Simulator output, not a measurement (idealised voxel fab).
process module | voxel gate over fins
cross-section cut | 250 nm wide | cells 5 nm
A cross-section is a grid of square cells, given in bands from the top down. A band is one or more rows of cells.
Each band's line starts with the height of the band's top and of its bottom, in nm. Then come its materials from left to right, each with its width in nm. One material with "throughout" fills the band from edge to edge. "air" is empty space.
Height 0 is the level under which the wafer as received is all one material. The lowest band goes on downwards, as in "0 down".
A width such as "30 to 40" changes by the same amount from each row of cells to the next, from the band's top row to its bottom row.
"no change" after a step means that no cell of the cross-section changed.
closed voids: empty space of 8 cells or more with no open way to the top, each as width x height at its distance from the left edge, in nm
after a step's settings: what the simulator itself notes on the step
overlay nm, on a step with a mask: how far to the right of its planned place the mask lay; to the left if negative
Each pair below shows a cross-section before one step and the cross-section after it, down to the lowest band that changed. The line under each pair gives the step between them, with its settings. The pairs can come from different runs of this module on the same starting wafer, so a pair continues from the pair above only where its "before" says so.
before
  0 down: Si throughout
  closed voids: none
after
  10 to 0: SiN throughout
  below 0: unchanged
  closed voids: none
the step between: op CONFORMAL_DEP | material SiN | thk nm 10
before: the cross-section after the pair above
after
  30 to 10: air 65 | resist 15 | air 35 | resist 15 | air 35 | resist 15 | air 70
  below 10: unchanged
  closed voids: none
the step between: op PATTERN | tone cover | mask id FINS | material resist | width nm 15 | pitch nm 50 | thk nm 20 | overlay nm 0
before: the cross-section after the pair above
after
  30 to 10: air 65 | resist 15 | air 35 | resist 15 | air 35 | resist 15 | air 70
  10 to 0: air 65 | SiN 15 | air 35 | SiN 15 | air 35 | SiN 15 | air 70
  below 0: unchanged
  closed voids: none
the step between: op DIRECTIONAL_ETCH | etch materials SiN | depth nm 10
before: the cross-section after the pair above
after
  30 to 10: air 65 | resist 15 | air 35 | resist 15 | air 35 | resist 15 | air 70
  10 to 0: air 65 | SiN 15 | air 35 | SiN 15 | air 35 | SiN 15 | air 70
  0 to -30: air 65 | Si 15 | air 35 | Si 15 | air 35 | Si 15 | air 70
  below -30: unchanged
  closed voids: none
the step between: op DIRECTIONAL_ETCH | etch materials Si | depth nm 30
before: the cross-section after the pair above
after
  10 to 0: air 65 | SiN 15 | air 35 | SiN 15 | air 35 | SiN 15 | air 70
  below 0: unchanged
  closed voids: none
the step between: op STRIP | etch materials resist
before: the cross-section after the pair above
after
  15 to 10: SiO2 throughout
  10 to 0: SiO2 65 | SiN 15 | SiO2 35 | SiN 15 | SiO2 35 | SiN 15 | SiO2 70
  0 to -30: SiO2 65 | Si 15 | SiO2 35 | Si 15 | SiO2 35 | Si 15 | SiO2 70
  below -30: unchanged
  closed voids: none
the step between: op FILL_DEP | material SiO2 | thk nm 5
before: the cross-section after the pair above
after
  10 to 0: SiO2 65 | SiN 15 | SiO2 35 | SiN 15 | SiO2 35 | SiN 15 | SiO2 70
  below 0: unchanged
  closed voids: none
the step between: op CMP | height nm 10
before: the cross-section after the pair above
after
  10 to 0: SiO2 65 | SiN 15 | SiO2 10 | air 15 | SiO2 10 | SiN 15 | SiO2 35 | SiN 15 | SiO2 70
  0 to -25: SiO2 65 | Si 15 | SiO2 10 | air 15 | SiO2 10 | Si 15 | SiO2 35 | Si 15 | SiO2 70
  below -25: unchanged
  closed voids: none
the step between: op MASKED_ETCH | tone open | mask id RAIL | width nm 15 | etch materials SiO2 | depth nm 35 | overlay nm 0
before: the cross-section after the pair above
after
  15 to 10: TiN 95 | air 5 | TiN 150
  10 to 0: SiO2 65 | SiN 15 | SiO2 10 | TiN 5 | air 5 | TiN 5 | SiO2 10 | SiN 15 | SiO2 35 | SiN 15 | SiO2 70
  0 to -20: SiO2 65 | Si 15 | SiO2 10 | TiN 5 | air 5 | TiN 5 | SiO2 10 | Si 15 | SiO2 35 | Si 15 | SiO2 70
  -20 to -25: SiO2 65 | Si 15 | SiO2 10 | TiN 15 | SiO2 10 | Si 15 | SiO2 35 | Si 15 | SiO2 70
  below -25: unchanged
  closed voids: none
the step between: op CONFORMAL_DEP | material TiN | thk nm 5
before: the cross-section after the pair above
after
  25 to 15: W throughout
  15 to 10: TiN 95 | W 5 | TiN 150
  10 to 0: SiO2 65 | SiN 15 | SiO2 10 | TiN 5 | W 5 | TiN 5 | SiO2 10 | SiN 15 | SiO2 35 | SiN 15 | SiO2 70
  0 to -20: SiO2 65 | Si 15 | SiO2 10 | TiN 5 | W 5 | TiN 5 | SiO2 10 | Si 15 | SiO2 35 | Si 15 | SiO2 70
  below -20: unchanged
  closed voids: none
the step between: op FILL_DEP | material W | thk nm 10
before: the cross-section after the pair above
after
  10 to 0: SiO2 65 | SiN 15 | SiO2 10 | TiN 5 | W 5 | TiN 5 | SiO2 10 | SiN 15 | SiO2 35 | SiN 15 | SiO2 70
  below 0: unchanged
  closed voids: none
the step between: op CMP | height nm 10
before: the cross-section after the pair above
after
  10 to 0: SiO2 65 | SiN 15 | SiO2 10 | air 15 | SiO2 10 | SiN 15 | SiO2 35 | SiN 15 | SiO2 70
  0 to -20: SiO2 65 | Si 15 | SiO2 10 | air 15 | SiO2 10 | Si 15 | SiO2 35 | Si 15 | SiO2 70
  below -20: unchanged
  closed voids: none
the step between: op SELECTIVE_ETCH | etch materials W Ru TiN | depth nm 30
before: the cross-section after the pair above
after
  15 to 10: SiO2 throughout
  10 to 0: SiO2 65 | SiN 15 | SiO2 35 | SiN 15 | SiO2 35 | SiN 15 | SiO2 70
  0 to -20: SiO2 65 | Si 15 | SiO2 35 | Si 15 | SiO2 35 | Si 15 | SiO2 70
  below -20: unchanged
  closed voids: none
the step between: op FILL_DEP | material SiO2 | thk nm 5
before: the cross-section after the pair above
after
  10 to 0: SiO2 65 | SiN 15 | SiO2 35 | SiN 15 | SiO2 35 | SiN 15 | SiO2 70
  below 0: unchanged
  closed voids: none
the step between: op CMP | height nm 10
before: the cross-section after the pair above
after
  10 to 0: air 65 | SiN 15 | air 35 | SiN 15 | air 35 | SiN 15 | air 70
  0 to -15: air 65 | Si 15 | air 35 | Si 15 | air 35 | Si 15 | air 70
  below -15: unchanged
  closed voids: none
the step between: op SELECTIVE_ETCH | etch materials SiO2 | depth nm 25
before: the cross-section after the pair above
after
  0 to -15: air 65 | Si 15 | air 35 | Si 15 | air 35 | Si 15 | air 70
  below -15: unchanged
  closed voids: none
the step between: op STRIP | etch materials SiN
before: the cross-section after the pair above
after
  5 to 0: air 60 | HfO2 25 | air 25 | HfO2 25 | air 25 | HfO2 25 | air 65
  0 to -10: air 60 | HfO2 5 | Si 15 | HfO2 5 | air 25 | HfO2 5 | Si 15 | HfO2 5 | air 25 | HfO2 5 | Si 15 | HfO2 5 | air 65
  -10 to -15: HfO2 65 | Si 15 | HfO2 35 | Si 15 | HfO2 35 | Si 15 | HfO2 70
  below -15: unchanged
  closed voids: none
the step between: op CONFORMAL_DEP | material HfO2 | thk nm 5
before: the cross-section after the pair above
after
  10 to 5: air 55 | TiN 35 | air 15 | TiN 35 | air 15 | TiN 35 | air 60
  5 to 0: air 55 | TiN 5 | HfO2 25 | TiN 5 | air 15 | TiN 5 | HfO2 25 | TiN 5 | air 15 | TiN 5 | HfO2 25 | TiN 5 | air 60
  0 to -5: air 55 | TiN 5 | HfO2 5 | Si 15 | HfO2 5 | TiN 5 | air 15 | TiN 5 | HfO2 5 | Si 15 | HfO2 5 | TiN 5 | air 15 | TiN 5 | HfO2 5 | Si 15 | HfO2 5 | TiN 5 | air 60
  -5 to -10: TiN 60 | HfO2 5 | Si 15 | HfO2 5 | TiN 25 | HfO2 5 | Si 15 | HfO2 5 | TiN 25 | HfO2 5 | Si 15 | HfO2 5 | TiN 65
  below -10: unchanged
  closed voids: none
the step between: op CONFORMAL_DEP | material TiN | thk nm 5
before: the cross-section after the pair above
after
  15 to 10: air 50 | TiAl 45 | air 5 | TiAl 45 | air 5 | TiAl 45 | air 55
  10 to 5: air 50 | TiAl 5 | TiN 35 | TiAl 5 | air 5 | TiAl 5 | TiN 35 | TiAl 5 | air 5 | TiAl 5 | TiN 35 | TiAl 5 | air 55
  5 to 0: air 50 | TiAl 5 | TiN 5 | HfO2 25 | TiN 5 | TiAl 5 | air 5 | TiAl 5 | TiN 5 | HfO2 25 | TiN 5 | TiAl 5 | air 5 | TiAl 5 | TiN 5 | HfO2 25 | TiN 5 | TiAl 5 | air 55
  0 to -5: TiAl 55 | TiN 5 | HfO2 5 | Si 15 | HfO2 5 | TiN 5 | TiAl 15 | TiN 5 | HfO2 5 | Si 15 | HfO2 5 | TiN 5 | TiAl 15 | TiN 5 | HfO2 5 | Si 15 | HfO2 5 | TiN 5 | TiAl 60
  below -5: unchanged
  closed voids: none
the step between: op CONFORMAL_DEP | material TiAl | thk nm 5
before: the cross-section after the pair above
after
  20 to 15: air 45 | TiN 155 | air 50
  15 to 10: air 45 | TiN 5 | TiAl 45 | TiN 5 | TiAl 45 | TiN 5 | TiAl 45 | TiN 5 | air 50
  10 to 5: air 45 | TiN 5 | TiAl 5 | TiN 35 | TiAl 5 | TiN 5 | TiAl 5 | TiN 35 | TiAl 5 | TiN 5 | TiAl 5 | TiN 35 | TiAl 5 | TiN 5 | air 50
  5 to 0: TiN 50 | TiAl 5 | TiN 5 | HfO2 25 | TiN 5 | TiAl 5 | TiN 5 | TiAl 5 | TiN 5 | HfO2 25 | TiN 5 | TiAl 5 | TiN 5 | TiAl 5 | TiN 5 | HfO2 25 | TiN 5 | TiAl 5 | TiN 55
  below 0: unchanged
  closed voids: none
the step between: op CONFORMAL_DEP | material TiN | thk nm 5
before: the cross-section after the pair above
after
  35 to 20: W throughout
  20 to 15: W 45 | TiN 155 | W 50
  15 to 10: W 45 | TiN 5 | TiAl 45 | TiN 5 | TiAl 45 | TiN 5 | TiAl 45 | TiN 5 | W 50
  10 to 5: W 45 | TiN 5 | TiAl 5 | TiN 35 | TiAl 5 | TiN 5 | TiAl 5 | TiN 35 | TiAl 5 | TiN 5 | TiAl 5 | TiN 35 | TiAl 5 | TiN 5 | W 50
  below 5: unchanged
  closed voids: none
the step between: op FILL_DEP | material W | thk nm 15
before: the cross-section after the pair above
after
  30 to 20: W throughout
  below 20: unchanged
  closed voids: none
the step between: op CMP | height nm 30
before: the cross-section after the pair above
after
  35 to 30: SiCN throughout
  below 30: unchanged
  closed voids: none
the step between: op CONFORMAL_DEP | material SiCN | thk nm 5
before
  25 to 15: W throughout
  15 to 10: TiN 95 | W 5 | TiN 150
  10 to 0: SiO2 65 | SiN 15 | SiO2 10 | TiN 5 | W 5 | TiN 5 | SiO2 10 | SiN 15 | SiO2 35 | SiN 15 | SiO2 70
  0 to -20: SiO2 65 | Si 15 | SiO2 10 | TiN 5 | W 5 | TiN 5 | SiO2 10 | Si 15 | SiO2 35 | Si 15 | SiO2 70
  -20 to -25: SiO2 65 | Si 15 | SiO2 10 | TiN 15 | SiO2 10 | Si 15 | SiO2 35 | Si 15 | SiO2 70
  -25 to -30: SiO2 65 | Si 15 | SiO2 35 | Si 15 | SiO2 35 | Si 15 | SiO2 70
  -30 down: Si throughout
  closed voids: none
after
  10 to 0: SiO2 65 | SiN 15 | SiO2 10 | air 15 | SiO2 10 | SiN 15 | SiO2 35 | SiN 15 | SiO2 70
  0 to -5: SiO2 65 | Si 15 | SiO2 10 | air 15 | SiO2 10 | Si 15 | SiO2 35 | Si 15 | SiO2 70
  below -5: unchanged
  closed voids: none
the step between: op SELECTIVE_ETCH | etch materials W Ru TiN | depth nm 30
before: the cross-section after the pair above
after
  15 to 10: SiO2 throughout
  10 to 0: SiO2 65 | SiN 15 | SiO2 35 | SiN 15 | SiO2 35 | SiN 15 | SiO2 70
  0 to -5: SiO2 65 | Si 15 | SiO2 35 | Si 15 | SiO2 35 | Si 15 | SiO2 70
  below -5: unchanged
  closed voids: none
the step between: op FILL_DEP | material SiO2 | thk nm 5
before: the cross-section after the pair above
after
  10 to 0: SiO2 65 | SiN 15 | SiO2 35 | SiN 15 | SiO2 35 | SiN 15 | SiO2 70
  below 0: unchanged
  closed voids: none
the step between: op CMP | height nm 10
before: the cross-section after the pair above
after
  10 to 0: air 65 | SiN 15 | air 35 | SiN 15 | air 35 | SiN 15 | air 70
  0 to -5: air 65 | Si 15 | air 35 | Si 15 | air 35 | Si 15 | air 70
  -5 to -15: air 65 | Si 15 | air 10 | TiN 5 | W 5 | TiN 5 | air 10 | Si 15 | air 35 | Si 15 | air 70
  below -15: unchanged
  closed voids: none
the step between: op SELECTIVE_ETCH | etch materials SiO2 | depth nm 25
before: the cross-section after the pair above
after
  0 to -5: air 65 | Si 15 | air 35 | Si 15 | air 35 | Si 15 | air 70
  below -5: unchanged
  closed voids: none
the step between: op STRIP | etch materials SiN
before: the cross-section after the pair above
after
  5 to 0: air 60 | HfO2 25 | air 25 | HfO2 25 | air 25 | HfO2 25 | air 65
  0 to -5: air 60 | HfO2 5 | Si 15 | HfO2 35 | Si 15 | HfO2 5 | air 25 | HfO2 5 | Si 15 | HfO2 5 | air 65
  -5 to -10: air 60 | HfO2 5 | Si 15 | HfO2 10 | TiN 5 | W 5 | TiN 5 | HfO2 10 | Si 15 | HfO2 5 | air 25 | HfO2 5 | Si 15 | HfO2 5 | air 65
  -10 to -15: HfO2 65 | Si 15 | HfO2 10 | TiN 5 | W 5 | TiN 5 | HfO2 10 | Si 15 | HfO2 35 | Si 15 | HfO2 70
  below -15: unchanged
  closed voids: none
the step between: op CONFORMAL_DEP | material HfO2 | thk nm 5
before: the cross-section after the pair above
after
  10 to 5: air 55 | TiN 35 | air 15 | TiN 35 | air 15 | TiN 35 | air 60
  5 to 0: air 55 | TiN 5 | HfO2 25 | TiN 25 | HfO2 25 | TiN 5 | air 15 | TiN 5 | HfO2 25 | TiN 5 | air 60
  0 to -5: air 55 | TiN 5 | HfO2 5 | Si 15 | HfO2 35 | Si 15 | HfO2 5 | TiN 5 | air 15 | TiN 5 | HfO2 5 | Si 15 | HfO2 5 | TiN 5 | air 60
  -5 to -10: TiN 60 | HfO2 5 | Si 15 | HfO2 10 | TiN 5 | W 5 | TiN 5 | HfO2 10 | Si 15 | HfO2 5 | TiN 25 | HfO2 5 | Si 15 | HfO2 5 | TiN 65
  below -10: unchanged
  closed voids: none
the step between: op CONFORMAL_DEP | material TiN | thk nm 5
before: the cross-section after the pair above
after
  15 to 10: air 50 | TiAl 45 | air 5 | TiAl 45 | air 5 | TiAl 45 | air 55
  10 to 5: air 50 | TiAl 5 | TiN 35 | TiAl 15 | TiN 35 | TiAl 5 | air 5 | TiAl 5 | TiN 35 | TiAl 5 | air 55
  5 to 0: air 50 | TiAl 5 | TiN 5 | HfO2 25 | TiN 25 | HfO2 25 | TiN 5 | TiAl 5 | air 5 | TiAl 5 | TiN 5 | HfO2 25 | TiN 5 | TiAl 5 | air 55
  0 to -5: TiAl 55 | TiN 5 | HfO2 5 | Si 15 | HfO2 35 | Si 15 | HfO2 5 | TiN 5 | TiAl 15 | TiN 5 | HfO2 5 | Si 15 | HfO2 5 | TiN 5 | TiAl 60
  below -5: unchanged
  closed voids: none
the step between: op CONFORMAL_DEP | material TiAl | thk nm 5
before: the cross-section after the pair above
after
  20 to 15: air 45 | TiN 155 | air 50
  15 to 10: air 45 | TiN 5 | TiAl 45 | TiN 5 | TiAl 45 | TiN 5 | TiAl 45 | TiN 5 | air 50
  10 to 5: air 45 | TiN 5 | TiAl 5 | TiN 35 | TiAl 15 | TiN 35 | TiAl 5 | TiN 5 | TiAl 5 | TiN 35 | TiAl 5 | TiN 5 | air 50
  5 to 0: TiN 50 | TiAl 5 | TiN 5 | HfO2 25 | TiN 25 | HfO2 25 | TiN 5 | TiAl 5 | TiN 5 | TiAl 5 | TiN 5 | HfO2 25 | TiN 5 | TiAl 5 | TiN 55
  below 0: unchanged
  closed voids: none
the step between: op CONFORMAL_DEP | material TiN | thk nm 5
before: the cross-section after the pair above
after
  35 to 20: W throughout
  20 to 15: W 45 | TiN 155 | W 50
  15 to 10: W 45 | TiN 5 | TiAl 45 | TiN 5 | TiAl 45 | TiN 5 | TiAl 45 | TiN 5 | W 50
  10 to 5: W 45 | TiN 5 | TiAl 5 | TiN 35 | TiAl 15 | TiN 35 | TiAl 5 | TiN 5 | TiAl 5 | TiN 35 | TiAl 5 | TiN 5 | W 50
  below 5: unchanged
  closed voids: none
the step between: op FILL_DEP | material W | thk nm 15
before: the cross-section after the pair above
after
  30 to 20: W throughout
  below 20: unchanged
  closed voids: none
the step between: op CMP | height nm 30
before: the cross-section after the pair above
after
  35 to 30: SiCN throughout
  below 30: unchanged
  closed voids: none
the step between: op CONFORMAL_DEP | material SiCN | thk nm 5
before
  30 to 10: air 65 | resist 15 | air 35 | resist 15 | air 35 | resist 15 | air 70
  10 to 0: air 65 | SiN 15 | air 35 | SiN 15 | air 35 | SiN 15 | air 70
  0 to -30: air 65 | Si 15 | air 35 | Si 15 | air 35 | Si 15 | air 70
  -30 down: Si throughout
  closed voids: none
after
  30 to 10: air 65 | resist 15 | air 35 | resist 15 | air 35 | resist 15 | air 70
  10 to 0: air 65 | SiN 15 | air 35 | SiN 15 | air 35 | SiN 15 | air 70
  0 to -60: air 65 | Si 15 | air 35 | Si 15 | air 35 | Si 15 | air 70
  below -60: unchanged
  closed voids: none
the step between: op DIRECTIONAL_ETCH | etch materials Si | depth nm 30
before: the cross-section after the pair above
after
  10 to 0: air 65 | SiN 15 | air 35 | SiN 15 | air 35 | SiN 15 | air 70
  below 0: unchanged
  closed voids: none
the step between: op STRIP | etch materials resist
before: the cross-section after the pair above
after
  15 to 10: SiO2 throughout
  10 to 0: SiO2 65 | SiN 15 | SiO2 35 | SiN 15 | SiO2 35 | SiN 15 | SiO2 70
  0 to -60: SiO2 65 | Si 15 | SiO2 35 | Si 15 | SiO2 35 | Si 15 | SiO2 70
  below -60: unchanged
  closed voids: none
the step between: op FILL_DEP | material SiO2 | thk nm 5
before: the cross-section after the pair above
after
  10 to 0: SiO2 65 | SiN 15 | SiO2 35 | SiN 15 | SiO2 35 | SiN 15 | SiO2 70
  below 0: unchanged
  closed voids: none
the step between: op CMP | height nm 10
before: the cross-section after the pair above
after
  10 to 0: SiO2 65 | SiN 15 | SiO2 10 | air 15 | SiO2 10 | SiN 15 | SiO2 35 | SiN 15 | SiO2 70
  0 to -25: SiO2 65 | Si 15 | SiO2 10 | air 15 | SiO2 10 | Si 15 | SiO2 35 | Si 15 | SiO2 70
  below -25: unchanged
  closed voids: none
the step between: op MASKED_ETCH | tone open | mask id RAIL | width nm 15 | etch materials SiO2 | depth nm 35 | overlay nm 0
before: the cross-section after the pair above
after
  15 to 10: TiN 95 | air 5 | TiN 150
  10 to 0: SiO2 65 | SiN 15 | SiO2 10 | TiN 5 | air 5 | TiN 5 | SiO2 10 | SiN 15 | SiO2 35 | SiN 15 | SiO2 70
  0 to -20: SiO2 65 | Si 15 | SiO2 10 | TiN 5 | air 5 | TiN 5 | SiO2 10 | Si 15 | SiO2 35 | Si 15 | SiO2 70
  -20 to -25: SiO2 65 | Si 15 | SiO2 10 | TiN 15 | SiO2 10 | Si 15 | SiO2 35 | Si 15 | SiO2 70
  below -25: unchanged
  closed voids: none
the step between: op CONFORMAL_DEP | material TiN | thk nm 5
before: the cross-section after the pair above
after
  25 to 15: W throughout
  15 to 10: TiN 95 | W 5 | TiN 150
  10 to 0: SiO2 65 | SiN 15 | SiO2 10 | TiN 5 | W 5 | TiN 5 | SiO2 10 | SiN 15 | SiO2 35 | SiN 15 | SiO2 70
  0 to -20: SiO2 65 | Si 15 | SiO2 10 | TiN 5 | W 5 | TiN 5 | SiO2 10 | Si 15 | SiO2 35 | Si 15 | SiO2 70
  below -20: unchanged
  closed voids: none
the step between: op FILL_DEP | material W | thk nm 10
before: the cross-section after the pair above
after
  10 to 0: SiO2 65 | SiN 15 | SiO2 10 | TiN 5 | W 5 | TiN 5 | SiO2 10 | SiN 15 | SiO2 35 | SiN 15 | SiO2 70
  below 0: unchanged
  closed voids: none
the step between: op CMP | height nm 10
before: the cross-section after the pair above
after
  10 to 0: SiO2 65 | SiN 15 | SiO2 10 | air 15 | SiO2 10 | SiN 15 | SiO2 35 | SiN 15 | SiO2 70
  0 to -20: SiO2 65 | Si 15 | SiO2 10 | air 15 | SiO2 10 | Si 15 | SiO2 35 | Si 15 | SiO2 70
  below -20: unchanged
  closed voids: none
the step between: op SELECTIVE_ETCH | etch materials W Ru TiN | depth nm 30
before: the cross-section after the pair above
after
  15 to 10: SiO2 throughout
  10 to 0: SiO2 65 | SiN 15 | SiO2 35 | SiN 15 | SiO2 35 | SiN 15 | SiO2 70
  0 to -20: SiO2 65 | Si 15 | SiO2 35 | Si 15 | SiO2 35 | Si 15 | SiO2 70
  below -20: unchanged
  closed voids: none
the step between: op FILL_DEP | material SiO2 | thk nm 5
before: the cross-section after the pair above
after
  10 to 0: SiO2 65 | SiN 15 | SiO2 35 | SiN 15 | SiO2 35 | SiN 15 | SiO2 70
  below 0: unchanged
  closed voids: none
the step between: op CMP | height nm 10
before: the cross-section after the pair above
after
  10 to 0: air 65 | SiN 15 | air 35 | SiN 15 | air 35 | SiN 15 | air 70
  0 to -15: air 65 | Si 15 | air 35 | Si 15 | air 35 | Si 15 | air 70
  below -15: unchanged
  closed voids: none
the step between: op SELECTIVE_ETCH | etch materials SiO2 | depth nm 25
before: the cross-section after the pair above
after
  0 to -15: air 65 | Si 15 | air 35 | Si 15 | air 35 | Si 15 | air 70
  below -15: unchanged
  closed voids: none
the step between: op STRIP | etch materials SiN
before: the cross-section after the pair above
after
  5 to 0: air 60 | HfO2 25 | air 25 | HfO2 25 | air 25 | HfO2 25 | air 65
  0 to -10: air 60 | HfO2 5 | Si 15 | HfO2 5 | air 25 | HfO2 5 | Si 15 | HfO2 5 | air 25 | HfO2 5 | Si 15 | HfO2 5 | air 65
  -10 to -15: HfO2 65 | Si 15 | HfO2 35 | Si 15 | HfO2 35 | Si 15 | HfO2 70
  below -15: unchanged
  closed voids: none
the step between: op CONFORMAL_DEP | material HfO2 | thk nm 5
before: the cross-section after the pair above
after
  10 to 5: air 55 | TiN 35 | air 15 | TiN 35 | air 15 | TiN 35 | air 60
  5 to 0: air 55 | TiN 5 | HfO2 25 | TiN 5 | air 15 | TiN 5 | HfO2 25 | TiN 5 | air 15 | TiN 5 | HfO2 25 | TiN 5 | air 60
  0 to -5: air 55 | TiN 5 | HfO2 5 | Si 15 | HfO2 5 | TiN 5 | air 15 | TiN 5 | HfO2 5 | Si 15 | HfO2 5 | TiN 5 | air 15 | TiN 5 | HfO2 5 | Si 15 | HfO2 5 | TiN 5 | air 60
  -5 to -10: TiN 60 | HfO2 5 | Si 15 | HfO2 5 | TiN 25 | HfO2 5 | Si 15 | HfO2 5 | TiN 25 | HfO2 5 | Si 15 | HfO2 5 | TiN 65
  below -10: unchanged
  closed voids: none
the step between: op CONFORMAL_DEP | material TiN | thk nm 5
before: the cross-section after the pair above
after
  15 to 10: air 50 | TiAl 45 | air 5 | TiAl 45 | air 5 | TiAl 45 | air 55
  10 to 5: air 50 | TiAl 5 | TiN 35 | TiAl 5 | air 5 | TiAl 5 | TiN 35 | TiAl 5 | air 5 | TiAl 5 | TiN 35 | TiAl 5 | air 55
  5 to 0: air 50 | TiAl 5 | TiN 5 | HfO2 25 | TiN 5 | TiAl 5 | air 5 | TiAl 5 | TiN 5 | HfO2 25 | TiN 5 | TiAl 5 | air 5 | TiAl 5 | TiN 5 | HfO2 25 | TiN 5 | TiAl 5 | air 55
  0 to -5: TiAl 55 | TiN 5 | HfO2 5 | Si 15 | HfO2 5 | TiN 5 | TiAl 15 | TiN 5 | HfO2 5 | Si 15 | HfO2 5 | TiN 5 | TiAl 15 | TiN 5 | HfO2 5 | Si 15 | HfO2 5 | TiN 5 | TiAl 60
  below -5: unchanged
  closed voids: none
the step between: op CONFORMAL_DEP | material TiAl | thk nm 5
before: the cross-section after the pair above
after
  20 to 15: air 45 | TiN 155 | air 50
  15 to 10: air 45 | TiN 5 | TiAl 45 | TiN 5 | TiAl 45 | TiN 5 | TiAl 45 | TiN 5 | air 50
  10 to 5: air 45 | TiN 5 | TiAl 5 | TiN 35 | TiAl 5 | TiN 5 | TiAl 5 | TiN 35 | TiAl 5 | TiN 5 | TiAl 5 | TiN 35 | TiAl 5 | TiN 5 | air 50
  5 to 0: TiN 50 | TiAl 5 | TiN 5 | HfO2 25 | TiN 5 | TiAl 5 | TiN 5 | TiAl 5 | TiN 5 | HfO2 25 | TiN 5 | TiAl 5 | TiN 5 | TiAl 5 | TiN 5 | HfO2 25 | TiN 5 | TiAl 5 | TiN 55
  below 0: unchanged
  closed voids: none
the step between: op CONFORMAL_DEP | material TiN | thk nm 5
before: the cross-section after the pair above
after
  35 to 20: W throughout
  20 to 15: W 45 | TiN 155 | W 50
  15 to 10: W 45 | TiN 5 | TiAl 45 | TiN 5 | TiAl 45 | TiN 5 | TiAl 45 | TiN 5 | W 50
  10 to 5: W 45 | TiN 5 | TiAl 5 | TiN 35 | TiAl 5 | TiN 5 | TiAl 5 | TiN 35 | TiAl 5 | TiN 5 | TiAl 5 | TiN 35 | TiAl 5 | TiN 5 | W 50
  below 5: unchanged
  closed voids: none
the step between: op FILL_DEP | material W | thk nm 15
before: the cross-section after the pair above
after
  30 to 20: W throughout
  below 20: unchanged
  closed voids: none
the step between: op CMP | height nm 30
before: the cross-section after the pair above
after
  35 to 30: SiCN throughout
  below 30: unchanged
  closed voids: none
the step between: op CONFORMAL_DEP | material SiCN | thk nm 5
before
  5 to 0: air 60 | HfO2 25 | air 25 | HfO2 25 | air 25 | HfO2 25 | air 65
  0 to -10: air 60 | HfO2 5 | Si 15 | HfO2 5 | air 25 | HfO2 5 | Si 15 | HfO2 5 | air 25 | HfO2 5 | Si 15 | HfO2 5 | air 65
  -10 to -15: HfO2 65 | Si 15 | HfO2 35 | Si 15 | HfO2 35 | Si 15 | HfO2 70
  -15 to -20: SiO2 65 | Si 15 | SiO2 35 | Si 15 | SiO2 35 | Si 15 | SiO2 70
  -20 to -25: SiO2 65 | Si 15 | SiO2 10 | TiN 15 | SiO2 10 | Si 15 | SiO2 35 | Si 15 | SiO2 70
  -25 to -30: SiO2 65 | Si 15 | SiO2 35 | Si 15 | SiO2 35 | Si 15 | SiO2 70
  -30 down: Si throughout
  closed voids: none
after
  10 to 5: air 55 | TiAl 35 | air 15 | TiAl 35 | air 15 | TiAl 35 | air 60
  5 to 0: air 55 | TiAl 5 | HfO2 25 | TiAl 5 | air 15 | TiAl 5 | HfO2 25 | TiAl 5 | air 15 | TiAl 5 | HfO2 25 | TiAl 5 | air 60
  0 to -5: air 55 | TiAl 5 | HfO2 5 | Si 15 | HfO2 5 | TiAl 5 | air 15 | TiAl 5 | HfO2 5 | Si 15 | HfO2 5 | TiAl 5 | air 15 | TiAl 5 | HfO2 5 | Si 15 | HfO2 5 | TiAl 5 | air 60
  -5 to -10: TiAl 60 | HfO2 5 | Si 15 | HfO2 5 | TiAl 25 | HfO2 5 | Si 15 | HfO2 5 | TiAl 25 | HfO2 5 | Si 15 | HfO2 5 | TiAl 65
  below -10: unchanged
  closed voids: none
the step between: op CONFORMAL_DEP | material TiAl | thk nm 5
before: the cross-section after the pair above
after
  15 to 10: air 50 | TiN 45 | air 5 | TiN 45 | air 5 | TiN 45 | air 55
  10 to 5: air 50 | TiN 5 | TiAl 35 | TiN 5 | air 5 | TiN 5 | TiAl 35 | TiN 5 | air 5 | TiN 5 | TiAl 35 | TiN 5 | air 55
  5 to 0: air 50 | TiN 5 | TiAl 5 | HfO2 25 | TiAl 5 | TiN 5 | air 5 | TiN 5 | TiAl 5 | HfO2 25 | TiAl 5 | TiN 5 | air 5 | TiN 5 | TiAl 5 | HfO2 25 | TiAl 5 | TiN 5 | air 55
  0 to -5: TiN 55 | TiAl 5 | HfO2 5 | Si 15 | HfO2 5 | TiAl 5 | TiN 15 | TiAl 5 | HfO2 5 | Si 15 | HfO2 5 | TiAl 5 | TiN 15 | TiAl 5 | HfO2 5 | Si 15 | HfO2 5 | TiAl 5 | TiN 60
  below -5: unchanged
  closed voids: none
the step between: op CONFORMAL_DEP | material TiN | thk nm 5
before: the cross-section after the pair above
after
  20 to 10: air 45 | TiN 155 | air 50
  10 to 5: air 45 | TiN 10 | TiAl 35 | TiN 15 | TiAl 35 | TiN 15 | TiAl 35 | TiN 10 | air 50
  5 to 0: TiN 55 | TiAl 5 | HfO2 25 | TiAl 5 | TiN 15 | TiAl 5 | HfO2 25 | TiAl 5 | TiN 15 | TiAl 5 | HfO2 25 | TiAl 5 | TiN 60
  below 0: unchanged
  closed voids: none
the step between: op CONFORMAL_DEP | material TiN | thk nm 5
before: the cross-section after the pair above
after
  35 to 20: W throughout
  20 to 10: W 45 | TiN 155 | W 50
  10 to 5: W 45 | TiN 10 | TiAl 35 | TiN 15 | TiAl 35 | TiN 15 | TiAl 35 | TiN 10 | W 50
  below 5: unchanged
  closed voids: none
the step between: op FILL_DEP | material W | thk nm 15
before: the cross-section after the pair above
after
  30 to 20: W throughout
  below 20: unchanged
  closed voids: none
the step between: op CMP | height nm 30
before: the cross-section after the pair above
after
  35 to 30: SiCN throughout
  below 30: unchanged
  closed voids: none
the step between: op CONFORMAL_DEP | material SiCN | thk nm 5
before
  30 to 10: air 65 | resist 15 | air 35 | resist 15 | air 35 | resist 15 | air 70
  10 to 0: air 65 | SiN 15 | air 35 | SiN 15 | air 35 | SiN 15 | air 70
  0 down: Si throughout
  closed voids: none
after
  30 to 10: air 65 | resist 15 | air 35 | resist 15 | air 35 | resist 15 | air 70
  10 to 0: air 65 | SiN 15 | air 35 | SiN 15 | air 35 | SiN 15 | air 70
  0 to -25: air 65 | Si 15 | air 35 | Si 15 | air 35 | Si 15 | air 70
  below -25: unchanged
  closed voids: none
the step between: op DIRECTIONAL_ETCH | etch materials Si | depth nm 25
before: the cross-section after the pair above
after
  10 to 0: air 65 | SiN 15 | air 35 | SiN 15 | air 35 | SiN 15 | air 70
  below 0: unchanged
  closed voids: none
the step between: op STRIP | etch materials resist
before: the cross-section after the pair above
after
  15 to 10: SiO2 throughout
  10 to 0: SiO2 65 | SiN 15 | SiO2 35 | SiN 15 | SiO2 35 | SiN 15 | SiO2 70
  0 to -25: SiO2 65 | Si 15 | SiO2 35 | Si 15 | SiO2 35 | Si 15 | SiO2 70
  below -25: unchanged
  closed voids: none
the step between: op FILL_DEP | material SiO2 | thk nm 5
